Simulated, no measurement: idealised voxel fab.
Documented hereafter: the process module known as voxel wiring stack.
FYI the section here is cut, 270 nm wide, cells are 5 nm squares.
Cross-section format: a grid of square cells, given as bands from top to bottom; each band is one or more rows of cells.
Band entry format. Leading values: height of top, height of bottom, nm. Remainder: materials in left-to-right order, each with its width in nm. Special words: "edge to edge" on a single material, which then fills the band edge to edge; "air", empty space.
Basically, 0 is our baseline, since under it the wafer straight out of the box is all one material. The bottom band has no lower end and keeps on going down, so it looks like "top 0, no bottom".
A width given as "30->40" starts at the first number in the band's top row and ends at the second number in its bottom row, shifting by an equal amount at every step from row to row.
Given "stayed the same" for a step, no cell of the cross-section differs between before and after that step.
Voids not open to the top, 8 cells minimum: see "Entrapped void list". Written width x height at distance; distance is from the left edge; nm.
Post-settings text on a step line: simulator's own remark regarding the step.
overlay nm: on a step with a mask, how far right of its planned place the mask lay; negative means left.
plan
- 1: RECEIVE with material Si
- 2: CONFORMAL_DEP with material SiO2, thk nm 10
- 3: DIRECTIONAL_DEP with material TiN, thk nm 5
- 4: DIRECTIONAL_DEP with material Ru, thk nm 25
- 5: DIRECTIONAL_DEP with material aC, thk nm 10
- 6: PATTERN with tone cover, mask id METAL_1, material resist, width nm 20, pitch nm 45, thk nm 25, overlay nm 0
- 7: DIRECTIONAL_ETCH with etch materials aC, depth nm 10
- 8: STRIP with etch materials resist
- 9: DIRECTIONAL_ETCH with etch materials Ru, depth nm 25
- 10: DIRECTIONAL_ETCH with etch materials TiN, depth nm 5
- 11: STRIP with etch materials aC
- 12: CONFORMAL_DEP with material SiCN, thk nm 5
- 13: FILL_DEP with material SiO2, thk nm 10
- 14: CMP with height nm 40
- 15: CONFORMAL_DEP with material SiCN, thk nm 5
- 16: DIRECTIONAL_DEP with material lowk, thk nm 10
- 17: PATTERN with tone open, mask id PLUG_1, material resist, width nm 15, pitch nm 90, thk nm 20, overlay nm 0
- 18: DIRECTIONAL_ETCH with etch materials lowk, depth nm 10
- 19: DIRECTIONAL_ETCH with etch materials SiCN, depth nm 5
- 20: STRIP with etch materials resist
- 21: CONFORMAL_DEP with material TiN, thk nm 5
- 22: FILL_DEP with material Ru, thk nm 10
- 23: CMP with height nm 55
- 24: CONFORMAL_DEP with material SiCN, thk nm 5
- 25: DIRECTIONAL_DEP with material lowk, thk nm 20
- 26: PATTERN with tone open, mask id METAL_2, material resist, width nm 20, pitch nm 45, thk nm 15, overlay nm 0
- 27: DIRECTIONAL_ETCH with etch materials lowk, depth nm 20
- 28: DIRECTIONAL_ETCH with etch materials SiCN, depth nm 5
- 29: STRIP with etch materials resist
- 30: CONFORMAL_DEP with material TiN, thk nm 5
- 31: FILL_DEP with material W, thk nm 10
- 32: CMP with height nm 80
- 33: CONFORMAL_DEP with material SiCN, thk nm 5
- 34: DIRECTIONAL_DEP with material lowk, thk nm 30
- 35: DIRECTIONAL_DEP with material aC, thk nm 10
- 36: PATTERN with tone open, mask id METAL_3, material resist, width nm 20, pitch nm 45, thk nm 30, overlay nm 0
- 37: DIRECTIONAL_ETCH with etch materials aC, depth nm 10
- 38: STRIP with etch materials resist
- 39: DIRECTIONAL_ETCH with etch materials lowk, depth nm 20
- 40: STRIP with etch materials aC
- 41: DIRECTIONAL_DEP with material aC, thk nm 10
- 42: PATTERN with tone open, mask id METAL_3_HOLES, material resist, width nm 15, pitch nm 90, thk nm 30, overlay nm 0
- 43: DIRECTIONAL_ETCH with etch materials aC, depth nm 10
- 44: STRIP with etch materials resist
- 45: DIRECTIONAL_ETCH with etch materials lowk, depth nm 10
- 46: DIRECTIONAL_ETCH with etch materials SiCN, depth nm 5
- 47: STRIP with etch materials aC
- 48: CONFORMAL_DEP with material TiN, thk nm 5
- 49: FILL_DEP with material Ru, thk nm 10
- 50: CMP with height nm 115
- 51: CONFORMAL_DEP with material SiCN, thk nm 5
- 52: DIRECTIONAL_DEP with material SiO2, thk nm 10
- 53: DIRECTIONAL_DEP with material aC, thk nm 15
- 54: PATTERN with tone open, mask id PLUG_3, material resist, width nm 15, pitch nm 45, thk nm 35, overlay nm 0
- 55: DIRECTIONAL_ETCH with etch materials aC, depth nm 15
- 56: STRIP with etch materials resist
- 57: DIRECTIONAL_ETCH with etch materials SiO2, depth nm 10
- 58: DIRECTIONAL_ETCH with etch materials SiCN, depth nm 5
- 59: STRIP with etch materials aC
- 60: EPI with material Ru, thk nm 10
- 61: EPI with material Ru, thk nm 5
- 62: CONFORMAL_DEP with material SiCN, thk nm 5
- 63: DIRECTIONAL_DEP with material SiO2, thk nm 20
- 64: PATTERN with tone open, mask id METAL_4, material resist, width nm 20, pitch nm 45, thk nm 20, overlay nm 0
- 65: DIRECTIONAL_ETCH with etch materials SiO2, depth nm 20
- 66: DIRECTIONAL_ETCH with etch materials SiCN, depth nm 5
- 67: STRIP with etch materials resist
- 68: CONFORMAL_DEP with material TiN, thk nm 5
- 69: FILL_DEP with material W, thk nm 5
- 70: CMP with height nm 155
- 71: CONFORMAL_DEP with material SiCN, thk nm 5
First wafer, two in total, run as planned
Cross-section, incoming material, after step 1
- top 0, no bottom: Si edge to edge
- Entrapped void list: none
After step 2, in cross-section
- top 10, bottom 0: SiO2 edge to edge
- Whatever lies below 0 is exactly as it was before.
After step 3, in cross-section
- top 15, bottom 10: TiN edge to edge
- Whatever lies below 10 is exactly as it was before.
After step 4, in cross-section
- top 40, bottom 15: Ru edge to edge
- Whatever lies below 15 is exactly as it was before.
After step 5, in cross-section
- top 50, bottom 40: aC edge to edge
- Whatever lies below 40 is exactly as it was before.
After step 6, in cross-section
- top 75, bottom 50: air (55) | resist (20) | air (25) | resist (20) | air (25) | resist (20) | air (25) | resist (20) | air (60)
- Whatever lies below 50 is exactly as it was before.
After step 7, in cross-section
- top 65, bottom 50: air (55) | resist (20) | air (25) | resist (20) | air (25) | resist (20) | air (25) | resist (20) | air (60)
- top 50, bottom 40: air (55) | aC (20) | air (25) | aC (20) | air (25) | aC (20) | air (25) | aC (20) | air (60)
- Whatever lies below 40 is exactly as it was before.
After step 8, in cross-section
- top 50, bottom 40: air (55) | aC (20) | air (25) | aC (20) | air (25) | aC (20) | air (25) | aC (20) | air (60)
- Whatever lies below 40 is exactly as it was before.
After step 9, in cross-section
- top 50, bottom 40: air (55) | aC (20) | air (25) | aC (20) | air (25) | aC (20) | air (25) | aC (20) | air (60)
- top 40, bottom 15: air (55) | Ru (20) | air (25) | Ru (20) | air (25) | Ru (20) | air (25) | Ru (20) | air (60)
- Whatever lies below 15 is exactly as it was before.
After step 10, in cross-section
- top 50, bottom 40: air (55) | aC (20) | air (25) | aC (20) | air (25) | aC (20) | air (25) | aC (20) | air (60)
- top 40, bottom 15: air (55) | Ru (20) | air (25) | Ru (20) | air (25) | Ru (20) | air (25) | Ru (20) | air (60)
- top 15, bottom 10: air (55) | TiN (20) | air (25) | TiN (20) | air (25) | TiN (20) | air (25) | TiN (20) | air (60)
- Whatever lies below 10 is exactly as it was before.
After step 11, in cross-section
- top 40, bottom 15: air (55) | Ru (20) | air (25) | Ru (20) | air (25) | Ru (20) | air (25) | Ru (20) | air (60)
- Whatever lies below 15 is exactly as it was before.
After step 12, in cross-section
- top 45, bottom 40: air (50) | SiCN (30) | air (15) | SiCN (30) | air (15) | SiCN (30) | air (15) | SiCN (30) | air (55)
- top 40, bottom 15: air (50) | SiCN (5) | Ru (20) | SiCN (5) | air (15) | SiCN (5) | Ru (20) | SiCN (5) | air (15) | SiCN (5) | Ru (20) | SiCN (5) | air (15) | SiCN (5) | Ru (20) | SiCN (5) | air (55)
- top 15, bottom 10: SiCN (55) | TiN (20) | SiCN (25) | TiN (20) | SiCN (25) | TiN (20) | SiCN (25) | TiN (20) | SiCN (60)
- Whatever lies below 10 is exactly as it was before.
After step 13, in cross-section
- top 55, bottom 45: SiO2 edge to edge
- top 45, bottom 40: SiO2 (50) | SiCN (30) | SiO2 (15) | SiCN (30) | SiO2 (15) | SiCN (30) | SiO2 (15) | SiCN (30) | SiO2 (55)
- top 40, bottom 15: SiO2 (50) | SiCN (5) | Ru (20) | SiCN (5) | SiO2 (15) | SiCN (5) | Ru (20) | SiCN (5) | SiO2 (15) | SiCN (5) | Ru (20) | SiCN (5) | SiO2 (15) | SiCN (5) | Ru (20) | SiCN (5) | SiO2 (55)
- Whatever lies below 15 is exactly as it was before.
After step 14, in cross-section
- top 40, bottom 15: SiO2 (50) | SiCN (5) | Ru (20) | SiCN (5) | SiO2 (15) | SiCN (5) | Ru (20) | SiCN (5) | SiO2 (15) | SiCN (5) | Ru (20) | SiCN (5) | SiO2 (15) | SiCN (5) | Ru (20) | SiCN (5) | SiO2 (55)
- Whatever lies below 15 is exactly as it was before.
After step 15, in cross-section
- top 45, bottom 40: SiCN edge to edge
- Whatever lies below 40 is exactly as it was before.
After step 16, in cross-section
- top 55, bottom 45: lowk edge to edge
- Whatever lies below 45 is exactly as it was before.
After step 17, in cross-section
- top 75, bottom 55: resist (55) | air (15) | resist (75) | air (15) | resist (110)
- Whatever lies below 55 is exactly as it was before.
After step 18, in cross-section
- top 75, bottom 55: resist (55) | air (15) | resist (75) | air (15) | resist (110)
- top 55, bottom 45: lowk (55) | air (15) | lowk (75) | air (15) | lowk (110)
- Whatever lies below 45 is exactly as it was before.
After step 19, in cross-section
- top 75, bottom 55: resist (55) | air (15) | resist (75) | air (15) | resist (110)
- top 55, bottom 45: lowk (55) | air (15) | lowk (75) | air (15) | lowk (110)
- top 45, bottom 40: SiCN (55) | air (15) | SiCN (75) | air (15) | SiCN (110)
- Whatever lies below 40 is exactly as it was before.
After step 20, in cross-section
- top 55, bottom 45: lowk (55) | air (15) | lowk (75) | air (15) | lowk (110)
- Whatever lies below 45 is exactly as it was before.
After step 21, in cross-section
- top 60, bottom 55: TiN (60) | air (5) | TiN (85) | air (5) | TiN (115)
- top 55, bottom 45: lowk (55) | TiN (5) | air (5) | TiN (5) | lowk (75) | TiN (5) | air (5) | TiN (5) | lowk (110)
- top 45, bottom 40: SiCN (55) | TiN (15) | SiCN (75) | TiN (15) | SiCN (110)
- Whatever lies below 40 is exactly as it was before.
After step 22, in cross-section
- top 70, bottom 60: Ru edge to edge
- top 60, bottom 55: TiN (60) | Ru (5) | TiN (85) | Ru (5) | TiN (115)
- top 55, bottom 45: lowk (55) | TiN (5) | Ru (5) | TiN (5) | lowk (75) | TiN (5) | Ru (5) | TiN (5) | lowk (110)
- Whatever lies below 45 is exactly as it was before.
After step 23, in cross-section
- top 55, bottom 45: lowk (55) | TiN (5) | Ru (5) | TiN (5) | lowk (75) | TiN (5) | Ru (5) | TiN (5) | lowk (110)
- Whatever lies below 45 is exactly as it was before.
After step 24, in cross-section
- top 60, bottom 55: SiCN edge to edge
- Whatever lies below 55 is exactly as it was before.
After step 25, in cross-section
- top 80, bottom 60: lowk edge to edge
- Whatever lies below 60 is exactly as it was before.
After step 26, in cross-section
- top 95, bottom 80: resist (55) | air (20) | resist (25) | air (20) | resist (25) | air (20) | resist (25) | air (20) | resist (60)
- Whatever lies below 80 is exactly as it was before.
After step 27, in cross-section
- top 95, bottom 80: resist (55) | air (20) | resist (25) | air (20) | resist (25) | air (20) | resist (25) | air (20) | resist (60)
- top 80, bottom 60: lowk (55) | air (20) | lowk (25) | air (20) | lowk (25) | air (20) | lowk (25) | air (20) | lowk (60)
- Whatever lies below 60 is exactly as it was before.
After step 28, in cross-section
- top 95, bottom 80: resist (55) | air (20) | resist (25) | air (20) | resist (25) | air (20) | resist (25) | air (20) | resist (60)
- top 80, bottom 60: lowk (55) | air (20) | lowk (25) | air (20) | lowk (25) | air (20) | lowk (25) | air (20) | lowk (60)
- top 60, bottom 55: SiCN (55) | air (20) | SiCN (25) | air (20) | SiCN (25) | air (20) | SiCN (25) | air (20) | SiCN (60)
- Whatever lies below 55 is exactly as it was before.
After step 29, in cross-section
- top 80, bottom 60: lowk (55) | air (20) | lowk (25) | air (20) | lowk (25) | air (20) | lowk (25) | air (20) | lowk (60)
- Whatever lies below 60 is exactly as it was before.
After step 30, in cross-section
- top 85, bottom 80: TiN (60) | air (10) | TiN (35) | air (10) | TiN (35) | air (10) | TiN (35) | air (10) | TiN (65)
- top 80, bottom 60: lowk (55) | TiN (5) | air (10) | TiN (5) | lowk (25) | TiN (5) | air (10) | TiN (5) | lowk (25) | TiN (5) | air (10) | TiN (5) | lowk (25) | TiN (5) | air (10) | TiN (5) | lowk (60)
- top 60, bottom 55: SiCN (55) | TiN (20) | SiCN (25) | TiN (20) | SiCN (25) | TiN (20) | SiCN (25) | TiN (20) | SiCN (60)
- Whatever lies below 55 is exactly as it was before.
After step 31, in cross-section
- top 95, bottom 85: W edge to edge
- top 85, bottom 80: TiN (60) | W (10) | TiN (35) | W (10) | TiN (35) | W (10) | TiN (35) | W (10) | TiN (65)
- top 80, bottom 60: lowk (55) | TiN (5) | W (10) | TiN (5) | lowk (25) | TiN (5) | W (10) | TiN (5) | lowk (25) | TiN (5) | W (10) | TiN (5) | lowk (25) | TiN (5) | W (10) | TiN (5) | lowk (60)
- Whatever lies below 60 is exactly as it was before.
After step 32, in cross-section
- top 80, bottom 60: lowk (55) | TiN (5) | W (10) | TiN (5) | lowk (25) | TiN (5) | W (10) | TiN (5) | lowk (25) | TiN (5) | W (10) | TiN (5) | lowk (25) | TiN (5) | W (10) | TiN (5) | lowk (60)
- Whatever lies below 60 is exactly as it was before.
After step 33, in cross-section
- top 85, bottom 80: SiCN edge to edge
- Whatever lies below 80 is exactly as it was before.
After step 34, in cross-section
- top 115, bottom 85: lowk edge to edge
- Whatever lies below 85 is exactly as it was before.
After step 35, in cross-section
- top 125, bottom 115: aC edge to edge
- Whatever lies below 115 is exactly as it was before.
After step 36, in cross-section
- top 155, bottom 125: resist (55) | air (20) | resist (25) | air (20) | resist (25) | air (20) | resist (25) | air (20) | resist (60)
- Whatever lies below 125 is exactly as it was before.
After step 37, in cross-section
- top 145, bottom 125: resist (55) | air (20) | resist (25) | air (20) | resist (25) | air (20) | resist (25) | air (20) | resist (60)
- top 125, bottom 115: aC (55) | air (20) | aC (25) | air (20) | aC (25) | air (20) | aC (25) | air (20) | aC (60)
- Whatever lies below 115 is exactly as it was before.
After step 38, in cross-section
- top 125, bottom 115: aC (55) | air (20) | aC (25) | air (20) | aC (25) | air (20) | aC (25) | air (20) | aC (60)
- Whatever lies below 115 is exactly as it was before.
After step 39, in cross-section
- top 125, bottom 115: aC (55) | air (20) | aC (25) | air (20) | aC (25) | air (20) | aC (25) | air (20) | aC (60)
- top 115, bottom 95: lowk (55) | air (20) | lowk (25) | air (20) | lowk (25) | air (20) | lowk (25) | air (20) | lowk (60)
- Whatever lies below 95 is exactly as it was before.
After step 40, in cross-section
- top 115, bottom 95: lowk (55) | air (20) | lowk (25) | air (20) | lowk (25) | air (20) | lowk (25) | air (20) | lowk (60)
- Whatever lies below 95 is exactly as it was before.
After step 41, in cross-section
- top 125, bottom 115: aC (55) | air (20) | aC (25) | air (20) | aC (25) | air (20) | aC (25) | air (20) | aC (60)
- top 115, bottom 105: lowk (55) | air (20) | lowk (25) | air (20) | lowk (25) | air (20) | lowk (25) | air (20) | lowk (60)
- top 105, bottom 95: lowk (55) | aC (20) | lowk (25) | aC (20) | lowk (25) | aC (20) | lowk (25) | aC (20) | lowk (60)
- Whatever lies below 95 is exactly as it was before.
After step 42, in cross-section
- top 155, bottom 125: resist (55) | air (15) | resist (75) | air (15) | resist (110)
- top 125, bottom 115: aC (55) | air (15) | resist (5) | aC (25) | resist (20) | aC (25) | air (15) | resist (5) | aC (25) | resist (20) | aC (60)
- top 115, bottom 105: lowk (55) | air (15) | resist (5) | lowk (25) | resist (20) | lowk (25) | air (15) | resist (5) | lowk (25) | resist (20) | lowk (60)
- Whatever lies below 105 is exactly as it was before.
After step 43, in cross-section
- top 145, bottom 125: resist (55) | air (15) | resist (75) | air (15) | resist (110)
- top 125, bottom 115: aC (55) | air (15) | resist (5) | aC (25) | resist (20) | aC (25) | air (15) | resist (5) | aC (25) | resist (20) | aC (60)
- top 115, bottom 105: lowk (55) | air (15) | resist (5) | lowk (25) | resist (20) | lowk (25) | air (15) | resist (5) | lowk (25) | resist (20) | lowk (60)
- top 105, bottom 95: lowk (55) | air (15) | aC (5) | lowk (25) | aC (20) | lowk (25) | air (15) | aC (5) | lowk (25) | aC (20) | lowk (60)
- Whatever lies below 95 is exactly as it was before.
After step 44, in cross-section
- top 125, bottom 115: aC (55) | air (20) | aC (25) | air (20) | aC (25) | air (20) | aC (25) | air (20) | aC (60)
- top 115, bottom 105: lowk (55) | air (20) | lowk (25) | air (20) | lowk (25) | air (20) | lowk (25) | air (20) | lowk (60)
- Whatever lies below 105 is exactly as it was before.
After step 45, in cross-section
- top 125, bottom 115: aC (55) | air (20) | aC (25) | air (20) | aC (25) | air (20) | aC (25) | air (20) | aC (60)
- top 115, bottom 105: lowk (55) | air (20) | lowk (25) | air (20) | lowk (25) | air (20) | lowk (25) | air (20) | lowk (60)
- top 105, bottom 95: lowk (55) | air (15) | aC (5) | lowk (25) | aC (20) | lowk (25) | air (15) | aC (5) | lowk (25) | aC (20) | lowk (60)
- top 95, bottom 85: lowk (55) | air (15) | lowk (75) | air (15) | lowk (110)
- Whatever lies below 85 is exactly as it was before.
After step 46, in cross-section
- top 125, bottom 115: aC (55) | air (20) | aC (25) | air (20) | aC (25) | air (20) | aC (25) | air (20) | aC (60)
- top 115, bottom 105: lowk (55) | air (20) | lowk (25) | air (20) | lowk (25) | air (20) | lowk (25) | air (20) | lowk (60)
- top 105, bottom 95: lowk (55) | air (15) | aC (5) | lowk (25) | aC (20) | lowk (25) | air (15) | aC (5) | lowk (25) | aC (20) | lowk (60)
- top 95, bottom 85: lowk (55) | air (15) | lowk (75) | air (15) | lowk (110)
- top 85, bottom 80: SiCN (55) | air (15) | SiCN (75) | air (15) | SiCN (110)
- Whatever lies below 80 is exactly as it was before.
After step 47, in cross-section
- top 115, bottom 95: lowk (55) | air (20) | lowk (25) | air (20) | lowk (25) | air (20) | lowk (25) | air (20) | lowk (60)
- Whatever lies below 95 is exactly as it was before.
After step 48, in cross-section
- top 120, bottom 115: TiN (60) | air (10) | TiN (35) | air (10) | TiN (35) | air (10) | TiN (35) | air (10) | TiN (65)
- top 115, bottom 100: lowk (55) | TiN (5) | air (10) | TiN (5) | lowk (25) | TiN (5) | air (10) | TiN (5) | lowk (25) | TiN (5) | air (10) | TiN (5) | lowk (25) | TiN (5) | air (10) | TiN (5) | lowk (60)
- top 100, bottom 95: lowk (55) | TiN (5) | air (5) | TiN (10) | lowk (25) | TiN (20) | lowk (25) | TiN (5) | air (5) | TiN (10) | lowk (25) | TiN (20) | lowk (60)
- top 95, bottom 85: lowk (55) | TiN (5) | air (5) | TiN (5) | lowk (75) | TiN (5) | air (5) | TiN (5) | lowk (110)
- top 85, bottom 80: SiCN (55) | TiN (15) | SiCN (75) | TiN (15) | SiCN (110)
- Whatever lies below 80 is exactly as it was before.
After step 49, in cross-section
- top 130, bottom 120: Ru edge to edge
- top 120, bottom 115: TiN (60) | Ru (10) | TiN (35) | Ru (10) | TiN (35) | Ru (10) | TiN (35) | Ru (10) | TiN (65)
- top 115, bottom 100: lowk (55) | TiN (5) | Ru (10) | TiN (5) | lowk (25) | TiN (5) | Ru (10) | TiN (5) | lowk (25) | TiN (5) | Ru (10) | TiN (5) | lowk (25) | TiN (5) | Ru (10) | TiN (5) | lowk (60)
- top 100, bottom 95: lowk (55) | TiN (5) | Ru (5) | TiN (10) | lowk (25) | TiN (20) | lowk (25) | TiN (5) | Ru (5) | TiN (10) | lowk (25) | TiN (20) | lowk (60)
- top 95, bottom 85: lowk (55) | TiN (5) | Ru (5) | TiN (5) | lowk (75) | TiN (5) | Ru (5) | TiN (5) | lowk (110)
- Whatever lies below 85 is exactly as it was before.
After step 50, in cross-section
- top 115, bottom 100: lowk (55) | TiN (5) | Ru (10) | TiN (5) | lowk (25) | TiN (5) | Ru (10) | TiN (5) | lowk (25) | TiN (5) | Ru (10) | TiN (5) | lowk (25) | TiN (5) | Ru (10) | TiN (5) | lowk (60)
- Whatever lies below 100 is exactly as it was before.
After step 51, in cross-section
- top 120, bottom 115: SiCN edge to edge
- Whatever lies below 115 is exactly as it was before.
After step 52, in cross-section
- top 130, bottom 120: SiO2 edge to edge
- Whatever lies below 120 is exactly as it was before.
After step 53, in cross-section
- top 145, bottom 130: aC edge to edge
- Whatever lies below 130 is exactly as it was before.
After step 54, in cross-section
- top 180, bottom 145: resist (55) | air (15) | resist (30) | air (15) | resist (30) | air (15) | resist (30) | air (15) | resist (65)
- Whatever lies below 145 is exactly as it was before.
After step 55, in cross-section
- top 165, bottom 145: resist (55) | air (15) | resist (30) | air (15) | resist (30) | air (15) | resist (30) | air (15) | resist (65)
- top 145, bottom 130: aC (55) | air (15) | aC (30) | air (15) | aC (30) | air (15) | aC (30) | air (15) | aC (65)
- Whatever lies below 130 is exactly as it was before.
After step 56, in cross-section
- top 145, bottom 130: aC (55) | air (15) | aC (30) | air (15) | aC (30) | air (15) | aC (30) | air (15) | aC (65)
- Whatever lies below 130 is exactly as it was before.
After step 57, in cross-section
- top 145, bottom 130: aC (55) | air (15) | aC (30) | air (15) | aC (30) | air (15) | aC (30) | air (15) | aC (65)
- top 130, bottom 120: SiO2 (55) | air (15) | SiO2 (30) | air (15) | SiO2 (30) | air (15) | SiO2 (30) | air (15) | SiO2 (65)
- Whatever lies below 120 is exactly as it was before.
After step 58, in cross-section
- top 145, bottom 130: aC (55) | air (15) | aC (30) | air (15) | aC (30) | air (15) | aC (30) | air (15) | aC (65)
- top 130, bottom 120: SiO2 (55) | air (15) | SiO2 (30) | air (15) | SiO2 (30) | air (15) | SiO2 (30) | air (15) | SiO2 (65)
- top 120, bottom 115: SiCN (55) | air (15) | SiCN (30) | air (15) | SiCN (30) | air (15) | SiCN (30) | air (15) | SiCN (65)
- Whatever lies below 115 is exactly as it was before.
After step 59, in cross-section
- top 130, bottom 120: SiO2 (55) | air (15) | SiO2 (30) | air (15) | SiO2 (30) | air (15) | SiO2 (30) | air (15) | SiO2 (65)
- Whatever lies below 120 is exactly as it was before.
After step 60, in cross-section
- top 130, bottom 125: SiO2 (55) | air (15) | SiO2 (30) | air (15) | SiO2 (30) | air (15) | SiO2 (30) | air (15) | SiO2 (65)
- top 125, bottom 120: SiO2 (55) | Ru (15) | SiO2 (30) | Ru (15) | SiO2 (30) | Ru (15) | SiO2 (30) | Ru (15) | SiO2 (65)
- top 120, bottom 115: SiCN (55) | Ru (15) | SiCN (30) | Ru (15) | SiCN (30) | Ru (15) | SiCN (30) | Ru (15) | SiCN (65)
- Whatever lies below 115 is exactly as it was before.
After step 61, in cross-section
- top 130, bottom 120: SiO2 (55) | Ru (15) | SiO2 (30) | Ru (15) | SiO2 (30) | Ru (15) | SiO2 (30) | Ru (15) | SiO2 (65)
- Whatever lies below 120 is exactly as it was before.
After step 62, in cross-section
- top 135, bottom 130: SiCN edge to edge
- Whatever lies below 130 is exactly as it was before.
After step 63, in cross-section
- top 155, bottom 135: SiO2 edge to edge
- Whatever lies below 135 is exactly as it was before.
After step 64, in cross-section
- top 175, bottom 155: resist (55) | air (20) | resist (25) | air (20) | resist (25) | air (20) | resist (25) | air (20) | resist (60)
- Whatever lies below 155 is exactly as it was before.
After step 65, in cross-section
- top 175, bottom 155: resist (55) | air (20) | resist (25) | air (20) | resist (25) | air (20) | resist (25) | air (20) | resist (60)
- top 155, bottom 135: SiO2 (55) | air (20) | SiO2 (25) | air (20) | SiO2 (25) | air (20) | SiO2 (25) | air (20) | SiO2 (60)
- Whatever lies below 135 is exactly as it was before.
After step 66, in cross-section
- top 175, bottom 155: resist (55) | air (20) | resist (25) | air (20) | resist (25) | air (20) | resist (25) | air (20) | resist (60)
- top 155, bottom 135: SiO2 (55) | air (20) | SiO2 (25) | air (20) | SiO2 (25) | air (20) | SiO2 (25) | air (20) | SiO2 (60)
- top 135, bottom 130: SiCN (55) | air (20) | SiCN (25) | air (20) | SiCN (25) | air (20) | SiCN (25) | air (20) | SiCN (60)
- Whatever lies below 130 is exactly as it was before.
After step 67, in cross-section
- top 155, bottom 135: SiO2 (55) | air (20) | SiO2 (25) | air (20) | SiO2 (25) | air (20) | SiO2 (25) | air (20) | SiO2 (60)
- Whatever lies below 135 is exactly as it was before.
After step 68, in cross-section
- top 160, bottom 155: TiN (60) | air (10) | TiN (35) | air (10) | TiN (35) | air (10) | TiN (35) | air (10) | TiN (65)
- top 155, bottom 135: SiO2 (55) | TiN (5) | air (10) | TiN (5) | SiO2 (25) | TiN (5) | air (10) | TiN (5) | SiO2 (25) | TiN (5) | air (10) | TiN (5) | SiO2 (25) | TiN (5) | air (10) | TiN (5) | SiO2 (60)
- top 135, bottom 130: SiCN (55) | TiN (20) | SiCN (25) | TiN (20) | SiCN (25) | TiN (20) | SiCN (25) | TiN (20) | SiCN (60)
- Whatever lies below 130 is exactly as it was before.
After step 69, in cross-section
- top 165, bottom 160: W edge to edge
- top 160, bottom 155: TiN (60) | W (10) | TiN (35) | W (10) | TiN (35) | W (10) | TiN (35) | W (10) | TiN (65)
- top 155, bottom 135: SiO2 (55) | TiN (5) | W (10) | TiN (5) | SiO2 (25) | TiN (5) | W (10) | TiN (5) | SiO2 (25) | TiN (5) | W (10) | TiN (5) | SiO2 (25) | TiN (5) | W (10) | TiN (5) | SiO2 (60)
- Whatever lies below 135 is exactly as it was before.
After step 70, in cross-section
- top 155, bottom 135: SiO2 (55) | TiN (5) | W (10) | TiN (5) | SiO2 (25) | TiN (5) | W (10) | TiN (5) | SiO2 (25) | TiN (5) | W (10) | TiN (5) | SiO2 (25) | TiN (5) | W (10) | TiN (5) | SiO2 (60)
- Whatever lies below 135 is exactly as it was before.
After step 71, in cross-section
- top 160, bottom 155: SiCN edge to edge
- Whatever lies below 155 is exactly as it was before.
What follows concerns the second wafer, which started out like the first and was meant to follow the very same plan; one mistake crept in when it was run, but everything up to and including step 61 is the same as for the first wafer
At the planned end of step 62, the second wafer in cross-section: stayed the same
At the planned end of step 63, the second wafer in cross-section
- top 150, bottom 130: SiO2 edge to edge
- Whatever lies below 130 is exactly as it was before.
At the planned end of step 64, the second wafer in cross-section
- top 170, bottom 150: resist (55) | air (20) | resist (25) | air (20) | resist (25) | air (20) | resist (25) | air (20) | resist (60)
- Whatever lies below 150 is exactly as it was before.
At the planned end of step 65, the second wafer in cross-section
- top 170, bottom 150: resist (55) | air (20) | resist (25) | air (20) | resist (25) | air (20) | resist (25) | air (20) | resist (60)
- top 150, bottom 130: SiO2 (55) | air (20) | SiO2 (25) | air (20) | SiO2 (25) | air (20) | SiO2 (25) | air (20) | SiO2 (60)
- Whatever lies below 130 is exactly as it was before.
At the planned end of step 66, the second wafer in cross-section: stayed the same
At the planned end of step 67, the second wafer in cross-section
- top 150, bottom 130: SiO2 (55) | air (20) | SiO2 (25) | air (20) | SiO2 (25) | air (20) | SiO2 (25) | air (20) | SiO2 (60)
- Whatever lies below 130 is exactly as it was before.
At the planned end of step 68, the second wafer in cross-section
- top 155, bottom 150: TiN (60) | air (10) | TiN (35) | air (10) | TiN (35) | air (10) | TiN (35) | air (10) | TiN (65)
- top 150, bottom 135: SiO2 (55) | TiN (5) | air (10) | TiN (5) | SiO2 (25) | TiN (5) | air (10) | TiN (5) | SiO2 (25) | TiN (5) | air (10) | TiN (5) | SiO2 (25) | TiN (5) | air (10) | TiN (5) | SiO2 (60)
- top 135, bottom 130: SiO2 (55) | TiN (20) | SiO2 (25) | TiN (20) | SiO2 (25) | TiN (20) | SiO2 (25) | TiN (20) | SiO2 (60)
- Whatever lies below 130 is exactly as it was before.
At the planned end of step 69, the second wafer in cross-section
- top 160, bottom 155: W edge to edge
- top 155, bottom 150: TiN (60) | W (10) | TiN (35) | W (10) | TiN (35) | W (10) | TiN (35) | W (10) | TiN (65)
- top 150, bottom 135: SiO2 (55) | TiN (5) | W (10) | TiN (5) | SiO2 (25) | TiN (5) | W (10) | TiN (5) | SiO2 (25) | TiN (5) | W (10) | TiN (5) | SiO2 (25) | TiN (5) | W (10) | TiN (5) | SiO2 (60)
- Whatever lies below 135 is exactly as it was before.
At the planned end of step 70, the second wafer in cross-section
- top 155, bottom 150: TiN (60) | W (10) | TiN (35) | W (10) | TiN (35) | W (10) | TiN (35) | W (10) | TiN (65)
- Whatever lies below 150 is exactly as it was before.
At the planned end of step 71, the second wafer in cross-section
- top 160, bottom 155: SiCN edge to edge
- Whatever lies below 155 is exactly as it was before.
Error vs. plan: plan step 62 skipped
Final comparison by cell count, materials where the second wafer has more or fewer than the first: SiCN -38, TiN +38
